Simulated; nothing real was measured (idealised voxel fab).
Process module name: voxel capacitor over wiring
Section shown: cut. Width: 275 nm. Cell size: 5 nm, square.
Each cross-section below is a grid of square cells, stated as bands in top-down order, with one or more rows of cells making up each band. Band: top and bottom heights (nm) first, top before bottom; then materials from left to right, widths in nm. "throughout" marks a sole material filling the band edge to edge. "air" denotes empty space. Heights are reckoned from 0. Under this level, the received wafer is all of one material. The bottommost band is open-ended downward, for example "0 down". Graded width ("30 to 40"): value in top row of band = first number; value in bottom row = second number; row-to-row change constant. A step reported as "identical to before" is a step in which no cell of the cross-section changed. "Sealed internal voids" means: voids of 8 cells or more that are shut off from the top with no open way through. Written width x height at distance, distance from the left edge, in nm. On a step's line, text after the settings is the simulator commenting on that step. For masked steps, "overlay nm" on the step line gives how far right of plan the mask actually lay; a minus sign means it lay to the left. Reading guide: pairs of cross-sections, before and after one process step; after view cut off at lowest changed band; step and settings listed under each pair. Pairs may stem from different runs of this module on the same starting wafer; continuity with the pair above only where the "Pre-process cross-section" entry states it.
**Pre-process cross-section**
	65 to 45  lowk 85  TiN 5  Cu 5  TiN 5  lowk 175
	45 to 40  SiCN 85  TiN 15  SiCN 175
	40 to 25  SiO2 80  Ru 20  SiO2 70  Ru 20  SiO2 85
	25 to 20  SiO2 80  TiN 20  SiO2 70  TiN 20  SiO2 85
	20 to 0  SiO2 throughout
	0 down  Si throughout
	Sealed internal voids: none
**Result of Step**
	75 to 65  TiN throughout
	Anything lower than 65 is untouched.
	Sealed internal voids: none
The two cross-sections above bracket this step: DIRECTIONAL_DEP (material TiN; thk nm 10)
Pre-process cross-section: the cross-section after the pair above
**Result of Step**
	80 to 75  SiN throughout
	Anything lower than 75 is untouched.
	Sealed internal voids: none
The two cross-sections above bracket this step: DIRECTIONAL_DEP (material SiN; thk nm 5)
Pre-process cross-section: the cross-section after the pair above
**Result of Step**
	85 to 80  TiN throughout
	Anything lower than 80 is untouched.
	Sealed internal voids: none
The two cross-sections above bracket this step: DIRECTIONAL_DEP (material TiN; thk nm 5)
Pre-process cross-section: the cross-section after the pair above
**Result of Step**
	85 to 80  air 85  TiN 75  air 115
	Anything lower than 80 is untouched.
	Sealed internal voids: none
The two cross-sections above bracket this step: MASKED_ETCH (tone cover; mask id UPPER_PLATE; width nm 75; etch materials TiN; depth nm 5; overlay nm 0)
Pre-process cross-section: the cross-section after the pair above
**Result of Step**
	85 to 80  air 85  TiN 75  air 115
	80 to 75  air 85  SiN 75  air 115
	Anything lower than 75 is untouched.
	Sealed internal voids: none
The two cross-sections above bracket this step: MASKED_ETCH (tone cover; mask id UPPER_PLATE; width nm 75; etch materials SiN; depth nm 5; overlay nm 0)
Pre-process cross-section: the cross-section after the pair above
**Result of Step**
	85 to 80  air 85  TiN 75  air 115
	80 to 75  air 85  SiN 75  air 115
	75 to 65  air 80  TiN 85  air 110
	Anything lower than 65 is untouched.
	Sealed internal voids: none
The two cross-sections above bracket this step: MASKED_ETCH (tone cover; mask id LOWER_PLATE; width nm 85; etch materials TiN; depth nm 10; overlay nm 0)
Pre-process cross-section: the cross-section after the pair above
**Result of Step**
	100 to 85  SiO2 throughout
	85 to 80  SiO2 85  TiN 75  SiO2 115
	80 to 75  SiO2 85  SiN 75  SiO2 115
	75 to 65  SiO2 80  TiN 85  SiO2 110
	Anything lower than 65 is untouched.
	Sealed internal voids: none
The two cross-sections above bracket this step: FILL_DEP (material SiO2; thk nm 15)
Pre-process cross-section: the cross-section after the pair above
**Result of Step**
	95 to 85  SiO2 throughout
	Anything lower than 85 is untouched.
	Sealed internal voids: none
The two cross-sections above bracket this step: CMP (height nm 95)
Pre-process cross-section: the cross-section after the pair above
**Result of Step**
	115 to 95  resist 95  air 15  resist 165
	Anything lower than 95 is untouched.
	Sealed internal voids: none
The two cross-sections above bracket this step: PATTERN (tone open; mask id PLUG_2; material resist; width nm 15; thk nm 20; overlay nm 0)
Pre-process cross-section: the cross-section after the pair above
**Result of Step**
	115 to 95  resist 95  air 15  resist 165
	95 to 85  SiO2 95  air 15  SiO2 165
	Anything lower than 85 is untouched.
	Sealed internal voids: none
The two cross-sections above bracket this step: DIRECTIONAL_ETCH (etch materials SiO2; depth nm 10)
Pre-process cross-section: the cross-section after the pair above
**Result of Step**
	95 to 85  SiO2 95  air 15  SiO2 165
	Anything lower than 85 is untouched.
	Sealed internal voids: none
The two cross-sections above bracket this step: STRIP (etch materials resist)
Pre-process cross-section: the cross-section after the pair above
**Result of Step**
	100 to 95  TiN 100  air 5  TiN 170
	95 to 90  SiO2 95  TiN 5  air 5  TiN 5  SiO2 165
	90 to 80  SiO2 95 to 85  TiN 15 to 75  SiO2 165 to 115
	Anything lower than 80 is untouched.
	Sealed internal voids: none
The two cross-sections above bracket this step: CONFORMAL_DEP (material TiN; thk nm 5)
Pre-process cross-section: the cross-section after the pair above
**Result of Step**
	105 to 100  W throughout
	100 to 95  TiN 100  W 5  TiN 170
	95 to 90  SiO2 95  TiN 5  W 5  TiN 5  SiO2 165
	Anything lower than 90 is untouched.
	Sealed internal voids: none
The two cross-sections above bracket this step: FILL_DEP (material W; thk nm 5)
Pre-process cross-section: the cross-section after the pair above
**Result of Step**
	95 to 90  SiO2 95  TiN 5  W 5  TiN 5  SiO2 165
	Anything lower than 90 is untouched.
	Sealed internal voids: none
The two cross-sections above bracket this step: CMP (height nm 95)
Pre-process cross-section: the cross-section after the pair above
**Result of Step**
	100 to 95  SiCN throughout
	Anything lower than 95 is untouched.
	Sealed internal voids: none
The two cross-sections above bracket this step: CONFORMAL_DEP (material SiCN; thk nm 5)
**Pre-process cross-section**
	85 to 80  TiN throughout
	80 to 75  SiN throughout
	75 to 65  TiN throughout
	65 to 45  lowk 85  TiN 5  Cu 5  TiN 5  lowk 175
	45 to 40  SiCN 85  TiN 15  SiCN 175
	40 to 20  SiO2 80  Ru 20  SiO2 70  Ru 20  SiO2 85
	20 to 15  SiO2 80  TiN 20  SiO2 70  TiN 20  SiO2 85
	15 to 0  SiO2 throughout
	0 down  Si throughout
	Sealed internal voids: none
**Result of Step**
	85 to 80  air 85  TiN 80  air 110
	Anything lower than 80 is untouched.
	Sealed internal voids: none
The two cross-sections above bracket this step: MASKED_ETCH (tone cover; mask id UPPER_PLATE; width nm 80; etch materials TiN; depth nm 5; overlay nm 0)
Pre-process cross-section: the cross-section after the pair above
**Result of Step**
	85 to 80  air 85  TiN 80  air 110
	80 to 75  air 85  SiN 80  air 110
	Anything lower than 75 is untouched.
	Sealed internal voids: none
The two cross-sections above bracket this step: MASKED_ETCH (tone cover; mask id UPPER_PLATE; width nm 75; etch materials SiN; depth nm 5; overlay nm 0)
Pre-process cross-section: the cross-section after the pair above
**Result of Step**
	85 to 80  air 85  TiN 80  air 110
	80 to 75  air 85  SiN 80  air 110
	75 to 65  air 80  TiN 85  air 110
	Anything lower than 65 is untouched.
	Sealed internal voids: none
The two cross-sections above bracket this step: MASKED_ETCH (tone cover; mask id LOWER_PLATE; width nm 85; etch materials TiN; depth nm 10; overlay nm 0)
Pre-process cross-section: the cross-section after the pair above
**Result of Step**
	100 to 85  SiO2 throughout
	85 to 80  SiO2 85  TiN 80  SiO2 110
	80 to 75  SiO2 85  SiN 80  SiO2 110
	75 to 65  SiO2 80  TiN 85  SiO2 110
	Anything lower than 65 is untouched.
	Sealed internal voids: none
The two cross-sections above bracket this step: FILL_DEP (material SiO2; thk nm 15)
Pre-process cross-section: the cross-section after the pair above
**Result of Step**
	95 to 85  SiO2 throughout
	Anything lower than 85 is untouched.
	Sealed internal voids: none
The two cross-sections above bracket this step: CMP (height nm 95)
Pre-process cross-section: the cross-section after the pair above
**Result of Step**
	115 to 95  resist 95  air 15  resist 165
	Anything lower than 95 is untouched.
	Sealed internal voids: none
The two cross-sections above bracket this step: PATTERN (tone open; mask id PLUG_2; material resist; width nm 15; thk nm 20; overlay nm 0)
Pre-process cross-section: the cross-section after the pair above
**Result of Step**
	115 to 95  resist 95  air 15  resist 165
	95 to 85  SiO2 95  air 15  SiO2 165
	Anything lower than 85 is untouched.
	Sealed internal voids: none
The two cross-sections above bracket this step: DIRECTIONAL_ETCH (etch materials SiO2; depth nm 10)
Pre-process cross-section: the cross-section after the pair above
**Result of Step**
	95 to 85  SiO2 95  air 15  SiO2 165
	Anything lower than 85 is untouched.
	Sealed internal voids: none
The two cross-sections above bracket this step: STRIP (etch materials resist)
Pre-process cross-section: the cross-section after the pair above
**Result of Step**
	100 to 95  TiN 100  air 5  TiN 170
	95 to 90  SiO2 95  TiN 5  air 5  TiN 5  SiO2 165
	90 to 80  SiO2 95 to 85  TiN 15 to 80  SiO2 165 to 110
	Anything lower than 80 is untouched.
	Sealed internal voids: none
The two cross-sections above bracket this step: CONFORMAL_DEP (material TiN; thk nm 5)
Pre-process cross-section: the cross-section after the pair above
**Result of Step**
	105 to 100  W throughout
	100 to 95  TiN 100  W 5  TiN 170
	95 to 90  SiO2 95  TiN 5  W 5  TiN 5  SiO2 165
	Anything lower than 90 is untouched.
	Sealed internal voids: none
The two cross-sections above bracket this step: FILL_DEP (material W; thk nm 5)
Pre-process cross-section: the cross-section after the pair above
**Result of Step**
	95 to 90  SiO2 95  TiN 5  W 5  TiN 5  SiO2 165
	Anything lower than 90 is untouched.
	Sealed internal voids: none
The two cross-sections above bracket this step: CMP (height nm 95)
Pre-process cross-section: the cross-section after the pair above
**Result of Step**
	100 to 95  SiCN throughout
	Anything lower than 95 is untouched.
	Sealed internal voids: none
The two cross-sections above bracket this step: CONFORMAL_DEP (material SiCN; thk nm 5)
**Pre-process cross-section**
	65 to 45  lowk throughout
	45 to 40  SiCN throughout
	40 to 20  SiO2 80  Ru 20  SiO2 70  Ru 20  SiO2 85
	20 to 15  SiO2 80  TiN 20  SiO2 70  TiN 20  SiO2 85
	15 to 0  SiO2 throughout
	0 down  Si throughout
	Sealed internal voids: none
**Result of Step**
	85 to 65  resist 95  air 15  resist 165
	Anything lower than 65 is untouched.
	Sealed internal voids: none
The two cross-sections above bracket this step: PATTERN (tone open; mask id PLUG_1; material resist; width nm 15; thk nm 20; overlay nm 10)
Pre-process cross-section: the cross-section after the pair above
**Result of Step**
	85 to 65  resist 95  air 15  resist 165
	65 to 45  lowk 95  air 15  lowk 165
	Anything lower than 45 is untouched.
	Sealed internal voids: none
The two cross-sections above bracket this step: DIRECTIONAL_ETCH (etch materials lowk; depth nm 20)
Pre-process cross-section: the cross-section after the pair above
**Result of Step**
	85 to 65  resist 95  air 15  resist 165
	65 to 45  lowk 95  air 15  lowk 165
	45 to 40  SiCN 95  air 15  SiCN 165
	Anything lower than 40 is untouched.
	Sealed internal voids: none
The two cross-sections above bracket this step: DIRECTIONAL_ETCH (etch materials SiCN; depth nm 5)
Pre-process cross-section: the cross-section after the pair above
**Result of Step**
	65 to 45  lowk 95  air 15  lowk 165
	Anything lower than 45 is untouched.
	Sealed internal voids: none
The two cross-sections above bracket this step: STRIP (etch materials resist)
Pre-process cross-section: the cross-section after the pair above
**Result of Step**
	70 to 65  TiN 100  air 5  TiN 170
	65 to 45  lowk 95  TiN 5  air 5  TiN 5  lowk 165
	45 to 40  SiCN 95  TiN 15  SiCN 165
	Anything lower than 40 is untouched.
	Sealed internal voids: none
The two cross-sections above bracket this step: CONFORMAL_DEP (material TiN; thk nm 5)
Pre-process cross-section: the cross-section after the pair above
**Result of Step**
	80 to 70  Cu throughout
	70 to 65  TiN 100  Cu 5  TiN 170
	65 to 45  lowk 95  TiN 5  Cu 5  TiN 5  lowk 165
	Anything lower than 45 is untouched.
	Sealed internal voids: none
The two cross-sections above bracket this step: FILL_DEP (material Cu; thk nm 10)
Pre-process cross-section: the cross-section after the pair above
**Result of Step**
	65 to 45  lowk 95  TiN 5  Cu 5  TiN 5  lowk 165
	Anything lower than 45 is untouched.
	Sealed internal voids: none
The two cross-sections above bracket this step: CMP (height nm 65)
Pre-process cross-section: the cross-section after the pair above
**Result of Step**
	75 to 65  TiN throughout
	Anything lower than 65 is untouched.
	Sealed internal voids: none
The two cross-sections above bracket this step: DIRECTIONAL_DEP (material TiN; thk nm 10)
Pre-process cross-section: the cross-section after the pair above
**Result of Step**
	80 to 75  SiN throughout
	Anything lower than 75 is untouched.
	Sealed internal voids: none
The two cross-sections above bracket this step: DIRECTIONAL_DEP (material SiN; thk nm 5)
Pre-process cross-section: the cross-section after the pair above
**Result of Step**
	85 to 80  TiN throughout
	Anything lower than 80 is untouched.
	Sealed internal voids: none
The two cross-sections above bracket this step: DIRECTIONAL_DEP (material TiN; thk nm 5)
Pre-process cross-section: the cross-section after the pair above
**Result of Step**
	85 to 80  air 85  TiN 75  air 115
	Anything lower than 80 is untouched.
	Sealed internal voids: none
The two cross-sections above bracket this step: MASKED_ETCH (tone cover; mask id UPPER_PLATE; width nm 75; etch materials TiN; depth nm 5; overlay nm 0)
Pre-process cross-section: the cross-section after the pair above
**Result of Step**
	85 to 80  air 85  TiN 75  air 115
	80 to 75  air 85  SiN 75  air 115
	Anything lower than 75 is untouched.
	Sealed internal voids: none
The two cross-sections above bracket this step: MASKED_ETCH (tone cover; mask id UPPER_PLATE; width nm 75; etch materials SiN; depth nm 5; overlay nm 0)
Pre-process cross-section: the cross-section after the pair above
**Result of Step**
	85 to 80  air 85  TiN 75  air 115
	80 to 75  air 85  SiN 75  air 115
	75 to 65  air 80  TiN 85  air 110
	Anything lower than 65 is untouched.
	Sealed internal voids: none
The two cross-sections above bracket this step: MASKED_ETCH (tone cover; mask id LOWER_PLATE; width nm 85; etch materials TiN; depth nm 10; overlay nm 0)
Pre-process cross-section: the cross-section after the pair above
**Result of Step**
	100 to 85  SiO2 throughout
	85 to 80  SiO2 85  TiN 75  SiO2 115
	80 to 75  SiO2 85  SiN 75  SiO2 115
	75 to 65  SiO2 80  TiN 85  SiO2 110
	Anything lower than 65 is untouched.
	Sealed internal voids: none
The two cross-sections above bracket this step: FILL_DEP (material SiO2; thk nm 15)
Pre-process cross-section: the cross-section after the pair above
**Result of Step**
	95 to 85  SiO2 throughout
	Anything lower than 85 is untouched.
	Sealed internal voids: none
The two cross-sections above bracket this step: CMP (height nm 95)
Pre-process cross-section: the cross-section after the pair above
**Result of Step**
	115 to 95  resist 95  air 15  resist 165
	Anything lower than 95 is untouched.
	Sealed internal voids: none
The two cross-sections above bracket this step: PATTERN (tone open; mask id PLUG_2; material resist; width nm 15; thk nm 20; overlay nm 0)
Pre-process cross-section: the cross-section after the pair above
**Result of Step**
	115 to 95  resist 95  air 15  resist 165
	95 to 85  SiO2 95  air 15  SiO2 165
	Anything lower than 85 is untouched.
	Sealed internal voids: none
The two cross-sections above bracket this step: DIRECTIONAL_ETCH (etch materials SiO2; depth nm 10)
Pre-process cross-section: the cross-section after the pair above
**Result of Step**
	95 to 85  SiO2 95  air 15  SiO2 165
	Anything lower than 85 is untouched.
	Sealed internal voids: none
The two cross-sections above bracket this step: STRIP (etch materials resist)
Pre-process cross-section: the cross-section after the pair above
**Result of Step**
	100 to 95  TiN 100  air 5  TiN 170
	95 to 90  SiO2 95  TiN 5  air 5  TiN 5  SiO2 165
	90 to 80  SiO2 95 to 85  TiN 15 to 75  SiO2 165 to 115
	Anything lower than 80 is untouched.
	Sealed internal voids: none
The two cross-sections above bracket this step: CONFORMAL_DEP (material TiN; thk nm 5)
Pre-process cross-section: the cross-section after the pair above
**Result of Step**
	105 to 100  W throughout
	100 to 95  TiN 100  W 5  TiN 170
	95 to 90  SiO2 95  TiN 5  W 5  TiN 5  SiO2 165
	Anything lower than 90 is untouched.
	Sealed internal voids: none
The two cross-sections above bracket this step: FILL_DEP (material W; thk nm 5)
Pre-process cross-section: the cross-section after the pair above
**Result of Step**
	95 to 90  SiO2 95  TiN 5  W 5  TiN 5  SiO2 165
	Anything lower than 90 is untouched.
	Sealed internal voids: none
The two cross-sections above bracket this step: CMP (height nm 95)
Pre-process cross-section: the cross-section after the pair above
**Result of Step**
	100 to 95  SiCN throughout
	Anything lower than 95 is untouched.
	Sealed internal voids: none
The two cross-sections above bracket this step: CONFORMAL_DEP (material SiCN; thk nm 5)
**Pre-process cross-section**
	40 to 20  SiO2 80  Ru 20  SiO2 70  Ru 20  SiO2 85
	20 to 15  SiO2 80  TiN 20  SiO2 70  TiN 20  SiO2 85
	15 to 0  SiO2 throughout
	0 down  Si throughout
	Sealed internal voids: none
**Result of Step**
	45 to 40  W throughout
	Anything lower than 40 is untouched.
	Sealed internal voids: none
The two cross-sections above bracket this step: CONFORMAL_DEP (material W; thk nm 5)
Pre-process cross-section: the cross-section after the pair above
**Result of Step**
	65 to 45  lowk throughout
	Anything lower than 45 is untouched.
	Sealed internal voids: none
The two cross-sections above bracket this step: DIRECTIONAL_DEP (material lowk; thk nm 20)
Pre-process cross-section: the cross-section after the pair above
**Result of Step**
	85 to 65  resist 85  air 15  resist 175
	Anything lower than 65 is untouched.
	Sealed internal voids: none
The two cross-sections above bracket this step: PATTERN (tone open; mask id PLUG_1; material resist; width nm 15; thk nm 20; overlay nm 0)
Pre-process cross-section: the cross-section after the pair above
**Result of Step**
	85 to 65  resist 85  air 15  resist 175
	65 to 45  lowk 85  air 15  lowk 175
	Anything lower than 45 is untouched.
	Sealed internal voids: none
The two cross-sections above bracket this step: DIRECTIONAL_ETCH (etch materials lowk; depth nm 20)
Pre-process cross-section: the cross-section after the pair above
**Result of Step**
	65 to 45  lowk 85  air 15  lowk 175
	Anything lower than 45 is untouched.
	Sealed internal voids: none
The two cross-sections above bracket this step: STRIP (etch materials resist)
Pre-process cross-section: the cross-section after the pair above
**Result of Step**
	70 to 65  TiN 90  air 5  TiN 180
	65 to 50  lowk 85  TiN 5  air 5  TiN 5  lowk 175
	50 to 45  lowk 85  TiN 15  lowk 175
	Anything lower than 45 is untouched.
	Sealed internal voids: none
The two cross-sections above bracket this step: CONFORMAL_DEP (material TiN; thk nm 5)
Pre-process cross-section: the cross-section after the pair above
**Result of Step**
	80 to 70  Cu throughout
	70 to 65  TiN 90  Cu 5  TiN 180
	65 to 50  lowk 85  TiN 5  Cu 5  TiN 5  lowk 175
	Anything lower than 50 is untouched.
	Sealed internal voids: none
The two cross-sections above bracket this step: FILL_DEP (material Cu; thk nm 10)
Pre-process cross-section: the cross-section after the pair above
**Result of Step**
	65 to 50  lowk 85  TiN 5  Cu 5  TiN 5  lowk 175
	Anything lower than 50 is untouched.
	Sealed internal voids: none
The two cross-sections above bracket this step: CMP (height nm 65)
Pre-process cross-section: the cross-section after the pair above
**Result of Step**
	75 to 65  TiN throughout
	Anything lower than 65 is untouched.
	Sealed internal voids: none
The two cross-sections above bracket this step: DIRECTIONAL_DEP (material TiN; thk nm 10)
Pre-process cross-section: the cross-section after the pair above
**Result of Step**
	80 to 75  SiN throughout
	Anything lower than 75 is untouched.
	Sealed internal voids: none
The two cross-sections above bracket this step: DIRECTIONAL_DEP (material SiN; thk nm 5)
Pre-process cross-section: the cross-section after the pair above
**Result of Step**
	85 to 80  TiN throughout
	Anything lower than 80 is untouched.
	Sealed internal voids: none
The two cross-sections above bracket this step: DIRECTIONAL_DEP (material TiN; thk nm 5)
Pre-process cross-section: the cross-section after the pair above
**Result of Step**
	85 to 80  air 85  TiN 75  air 115
	Anything lower than 80 is untouched.
	Sealed internal voids: none
The two cross-sections above bracket this step: MASKED_ETCH (tone cover; mask id UPPER_PLATE; width nm 75; etch materials TiN; depth nm 5; overlay nm 0)
Pre-process cross-section: the cross-section after the pair above
**Result of Step**
	85 to 80  air 85  TiN 75  air 115
	80 to 75  air 85  SiN 75  air 115
	Anything lower than 75 is untouched.
	Sealed internal voids: none
The two cross-sections above bracket this step: MASKED_ETCH (tone cover; mask id UPPER_PLATE; width nm 75; etch materials SiN; depth nm 5; overlay nm 0)
Pre-process cross-section: the cross-section after the pair above
**Result of Step**
	85 to 80  air 85  TiN 75  air 115
	80 to 75  air 85  SiN 75  air 115
	75 to 65  air 80  TiN 85  air 110
	Anything lower than 65 is untouched.
	Sealed internal voids: none
The two cross-sections above bracket this step: MASKED_ETCH (tone cover; mask id LOWER_PLATE; width nm 85; etch materials TiN; depth nm 10; overlay nm 0)
Pre-process cross-section: the cross-section after the pair above
**Result of Step**
	100 to 85  SiO2 throughout
	85 to 80  SiO2 85  TiN 75  SiO2 115
	80 to 75  SiO2 85  SiN 75  SiO2 115
	75 to 65  SiO2 80  TiN 85  SiO2 110
	Anything lower than 65 is untouched.
	Sealed internal voids: none
The two cross-sections above bracket this step: FILL_DEP (material SiO2; thk nm 15)
Pre-process cross-section: the cross-section after the pair above
**Result of Step**
	95 to 85  SiO2 throughout
	Anything lower than 85 is untouched.
	Sealed internal voids: none
The two cross-sections above bracket this step: CMP (height nm 95)
Pre-process cross-section: the cross-section after the pair above
**Result of Step**
	115 to 95  resist 95  air 15  resist 165
	Anything lower than 95 is untouched.
	Sealed internal voids: none
The two cross-sections above bracket this step: PATTERN (tone open; mask id PLUG_2; material resist; width nm 15; thk nm 20; overlay nm 0)
Pre-process cross-section: the cross-section after the pair above
**Result of Step**
	115 to 95  resist 95  air 15  resist 165
	95 to 85  SiO2 95  air 15  SiO2 165
	Anything lower than 85 is untouched.
	Sealed internal voids: none
The two cross-sections above bracket this step: DIRECTIONAL_ETCH (etch materials SiO2; depth nm 10)
Pre-process cross-section: the cross-section after the pair above
**Result of Step**
	95 to 85  SiO2 95  air 15  SiO2 165
	Anything lower than 85 is untouched.
	Sealed internal voids: none
The two cross-sections above bracket this step: STRIP (etch materials resist)
Pre-process cross-section: the cross-section after the pair above
**Result of Step**
	100 to 95  TiN 100  air 5  TiN 170
	95 to 90  SiO2 95  TiN 5  air 5  TiN 5  SiO2 165
	90 to 80  SiO2 95 to 85  TiN 15 to 75  SiO2 165 to 115
	Anything lower than 80 is untouched.
	Sealed internal voids: none
The two cross-sections above bracket this step: CONFORMAL_DEP (material TiN; thk nm 5)
Pre-process cross-section: the cross-section after the pair above
**Result of Step**
	105 to 100  W throughout
	100 to 95  TiN 100  W 5  TiN 170
	95 to 90  SiO2 95  TiN 5  W 5  TiN 5  SiO2 165
	Anything lower than 90 is untouched.
	Sealed internal voids: none
The two cross-sections above bracket this step: FILL_DEP (material W; thk nm 5)
Pre-process cross-section: the cross-section after the pair above
**Result of Step**
	95 to 90  SiO2 95  TiN 5  W 5  TiN 5  SiO2 165
	Anything lower than 90 is untouched.
	Sealed internal voids: none
The two cross-sections above bracket this step: CMP (height nm 95)
Pre-process cross-section: the cross-section after the pair above
**Result of Step**
	100 to 95  SiCN throughout
	Anything lower than 95 is untouched.
	Sealed internal voids: none
The two cross-sections above bracket this step: CONFORMAL_DEP (material SiCN; thk nm 5)
**Pre-process cross-section**
	85 to 80  TiN throughout
	80 to 75  SiN throughout
	75 to 65  TiN throughout
	65 to 45  lowk 85  TiN 5  Cu 5  TiN 5  lowk 175
	45 to 40  SiCN 85  TiN 15  SiCN 175
	40 to 20  SiO2 80  Ru 20  SiO2 70  Ru 20  SiO2 85
	20 to 15  SiO2 80  TiN 20  SiO2 70  TiN 20  SiO2 85
	15 to 0  SiO2 throughout
	0 down  Si throughout
	Sealed internal voids: none
**Result of Step**
	85 to 80  TiN 85  air 75  TiN 115
	Anything lower than 80 is untouched.
	Sealed internal voids: none
The two cross-sections above bracket this step: MASKED_ETCH (tone open; mask id UPPER_PLATE; width nm 75; etch materials TiN; depth nm 5; overlay nm 0)
Pre-process cross-section: the cross-section after the pair above
**Result of Step**
	85 to 80  air 80  TiN 5  air 75  TiN 5  air 110
	Anything lower than 80 is untouched.
	Sealed internal voids: none
The two cross-sections above bracket this step: MASKED_ETCH (tone cover; mask id LOWER_PLATE; width nm 85; etch materials TiN; depth nm 10; overlay nm 0)
Pre-process cross-section: the cross-section after the pair above
**Result of Step**
	100 to 85  SiO2 throughout
	85 to 80  SiO2 80  TiN 5  SiO2 75  TiN 5  SiO2 110
	Anything lower than 80 is untouched.
	Sealed internal voids: none
The two cross-sections above bracket this step: FILL_DEP (material SiO2; thk nm 15)
Pre-process cross-section: the cross-section after the pair above
**Result of Step**
	95 to 85  SiO2 throughout
	Anything lower than 85 is untouched.
	Sealed internal voids: none
The two cross-sections above bracket this step: CMP (height nm 95)
Pre-process cross-section: the cross-section after the pair above
**Result of Step**
	115 to 95  resist 95  air 15  resist 165
	Anything lower than 95 is untouched.
	Sealed internal voids: none
The two cross-sections above bracket this step: PATTERN (tone open; mask id PLUG_2; material resist; width nm 15; thk nm 20; overlay nm 0)
Pre-process cross-section: the cross-section after the pair above
**Result of Step**
	115 to 95  resist 95  air 15  resist 165
	95 to 85  SiO2 95  air 15  SiO2 165
	Anything lower than 85 is untouched.
	Sealed internal voids: none
The two cross-sections above bracket this step: DIRECTIONAL_ETCH (etch materials SiO2; depth nm 10)
Pre-process cross-section: the cross-section after the pair above
**Result of Step**
	95 to 85  SiO2 95  air 15  SiO2 165
	Anything lower than 85 is untouched.
	Sealed internal voids: none
The two cross-sections above bracket this step: STRIP (etch materials resist)
Pre-process cross-section: the cross-section after the pair above
**Result of Step**
	100 to 95  TiN 100  air 5  TiN 170
	95 to 90  SiO2 95  TiN 5  air 5  TiN 5  SiO2 165
	90 to 85  SiO2 95  TiN 15  SiO2 165
	Anything lower than 85 is untouched.
	Sealed internal voids: none
The two cross-sections above bracket this step: CONFORMAL_DEP (material TiN; thk nm 5)
Pre-process cross-section: the cross-section after the pair above
**Result of Step**
	105 to 100  W throughout
	100 to 95  TiN 100  W 5  TiN 170
	95 to 90  SiO2 95  TiN 5  W 5  TiN 5  SiO2 165
	Anything lower than 90 is untouched.
	Sealed internal voids: none
The two cross-sections above bracket this step: FILL_DEP (material W; thk nm 5)
Pre-process cross-section: the cross-section after the pair above
**Result of Step**
	95 to 90  SiO2 95  TiN 5  W 5  TiN 5  SiO2 165
	Anything lower than 90 is untouched.
	Sealed internal voids: none
The two cross-sections above bracket this step: CMP (height nm 95)
Pre-process cross-section: the cross-section after the pair above
**Result of Step**
	100 to 95  SiCN throughout
	Anything lower than 95 is untouched.
	Sealed internal voids: none
The two cross-sections above bracket this step: CONFORMAL_DEP (material SiCN; thk nm 5)
